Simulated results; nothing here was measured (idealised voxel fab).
Process module in this document: voxel released beams
In the cross-section labelled cut, the width is 205 nm and each square cell is 5 nm.
Cross-section = grid of square cells, listed top down in bands; band = one or more rows.
A band entry consists of two parts. The first gives the height of the band's top and the height of its bottom, in nm. The rest lists the band's materials from left to right, each with its width in nm. A single material labelled with the word "full width" fills the band from edge to edge, and the word "air" marks empty space.
Height 0 is the level under which the wafer as received is all one material. The lowest band goes on downwards, as in "0..down".
You'd read "30 to 40" like this: the band's top row of cells is as wide as the first number, its bottom row is as wide as the second, and going down, every row changes width by the same amount as the row before did.
When a step is marked "identical to before", none of the cells in the cross-section changed during that step.
"Closed empty spaces": empty spaces of 8 cells or more with no open way to the top, each given as width x height at distance, distance from the left edge, all in nm.
Whatever follows a step's settings on its line is a remark the simulator itself makes about that step.
Regarding "overlay nm": on a step with a mask, it is the distance the mask lay to the right of its planned place; a negative value places it to the left.
PROCESS STEPS FORESEEN IN THE PLAN
1,RECEIVE [material Si]
2,CONFORMAL_DEP [material SiN] [thk nm 10]
3,DIRECTIONAL_DEP [material SiO2] [thk nm 15]
4,DIRECTIONAL_DEP [material aC] [thk nm 10]
5,PATTERN [tone open] [mask id ANCHOR] [material resist] [width nm 35] [thk nm 25] [overlay nm 0]
6,DIRECTIONAL_ETCH [etch materials aC] [depth nm 10]
7,STRIP [etch materials resist]
8,DIRECTIONAL_ETCH [etch materials SiO2] [depth nm 15]
9,STRIP [etch materials aC]
10,CONFORMAL_DEP [material TiN] [thk nm 15]
11,MASKED_ETCH [tone cover] [mask id BEAM] [width nm 80] [etch materials TiN] [depth nm 15] [overlay nm 0]
12,STRIP [etch materials SiO2]
THE FOLLOWING PERTAINS TO THE FIRST OF TWO WAFERS, WHICH WAS PROCESSED AS PLANNED
WAFER CROSS-SECTION ON RECEIPT, I.E. AFTER STEP 1
  0..down: Si full width
  Closed empty spaces: none
WAFER XSEC, POST STEP 2
  10..0: SiN full width
  Note: structure below 0 unchanged.
WAFER XSEC, POST STEP 3
  25..10: SiO2 full width
  Note: structure below 10 unchanged.
WAFER XSEC, POST STEP 4
  35..25: aC full width
  Note: structure below 25 unchanged.
WAFER XSEC, POST STEP 5
  60..35: resist 65, air 35, resist 105
  Note: structure below 35 unchanged.
WAFER XSEC, POST STEP 6
  50..35: resist 65, air 35, resist 105
  35..25: aC 65, air 35, aC 105
  Note: structure below 25 unchanged.
WAFER XSEC, POST STEP 7
  35..25: aC 65, air 35, aC 105
  Note: structure below 25 unchanged.
WAFER XSEC, POST STEP 8
  35..25: aC 65, air 35, aC 105
  25..10: SiO2 65, air 35, SiO2 105
  Note: structure below 10 unchanged.
WAFER XSEC, POST STEP 9
  25..10: SiO2 65, air 35, SiO2 105
  Note: structure below 10 unchanged.
WAFER XSEC, POST STEP 10
  40..25: TiN 80, air 5, TiN 120
  25..10: SiO2 65, TiN 35, SiO2 105
  Note: structure below 10 unchanged.
WAFER XSEC, POST STEP 11
  40..25: air 60, TiN 20, air 5, TiN 55, air 65
  Note: structure below 25 unchanged.
WAFER XSEC, POST STEP 12
  40..25: air 60, TiN 20, air 5, TiN 55, air 65
  25..10: air 65, TiN 35, air 105
  Note: structure below 10 unchanged.
SECOND WAFER, SAME STARTING CONDITIONS AND RECIPE AS THE FIRST, ONE MISTAKE IN EXECUTING IT, NOTHING DIFFERS FROM THE FIRST UP TO AND INCLUDING STEP 9
SECOND WAFER, CUT VIEW, END OF STEP 10 PER PLAN
  40..25: SiN 80, air 5, SiN 120
  25..10: SiO2 65, SiN 35, SiO2 105
  Note: structure below 10 unchanged.
Second wafer, cut view, end of step 11 per plan: identical to before
Second wafer, cut view, end of step 12 per plan: identical to before
Heads up, the wafer didn't run the way we planned it: rather than as planned, step 10 actually ran as CONFORMAL_DEP [material SiN] [thk nm 15]
FYI, end of process, the second wafer has more or fewer cells of some materials than the first: +141 SiN | +102 SiO2 | -66 TiN
